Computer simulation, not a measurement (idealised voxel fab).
The process module that follows is named voxel released beams.
We display cut, a cross-section 165 nm in width whose square cells are each 5 nm.
Heads up, the way a cross-section reads in here is a grid of square cells, handed over as bands from the top down, with every band being one or more rows of cells. Look at the band entry: it leads with the top's height and the bottom's height in nm. Then it lists the materials left to right, with a width in nm for each. The word "edge to edge" on a single material says that material fills the band edge to edge. The word "blank" is empty space. Below 0: as-received wafer, all one material; heights counted from there. Lowest band: no bottom, goes on down, written "0 nm and below". Width: "30..40" (first number = top row, second number = bottom row, same change from row to row of cells). Any step labelled "no change" changed none of the cells in the cross-section. The label "Trapped voids" introduces a list of the empty spaces, 8 cells or larger, that have no open way up to the top; each entry in it reads width x height at distance, where the distance is taken from the left edge and all three are stated in nm. after a step's settings: what the simulator itself notes on the step. overlay nm: on a step with a mask, how far right of its planned place the mask lay; negative means left.

Below is the list of planned process steps:
1) RECEIVE [material Si]
2) CONFORMAL_DEP [material SiN] [thk nm 5]
3) DIRECTIONAL_DEP [material SiO2] [thk nm 20]
4) MASKED_ETCH [tone open] [mask id ANCHOR] [width nm 35] [etch materials SiO2] [depth nm 20] [overlay nm 0]
5) CONFORMAL_DEP [material polySi] [thk nm 15]
6) MASKED_ETCH [tone cover] [mask id BEAM] [width nm 95] [etch materials polySi] [depth nm 15] [overlay nm 0]
7) STRIP [etch materials SiO2]

As-received state of the wafer in cross-section, equivalent to post-step 1:
- 0 nm and below | Si edge to edge
- Trapped voids: none

Wafer cross-section at end of module: start and plan as shown above, one execution error:
- 40 nm to 25 nm | blank 35  polySi 15  blank 5  polySi 70  blank 40
- 25 nm to 20 nm | blank 35  polySi 15  blank 5  polySi 15  blank 95
- 20 nm to 5 nm | blank 35  polySi 35  blank 95
- 5 nm to 0 nm | SiN edge to edge
- 0 nm and below | Si edge to edge
- Trapped voids: none
Here's what went sideways: not per plan at step 6, really ran MASKED_ETCH [tone cover] [mask id BEAM] [width nm 90] [etch materials polySi] [depth nm 15] [overlay nm 0]
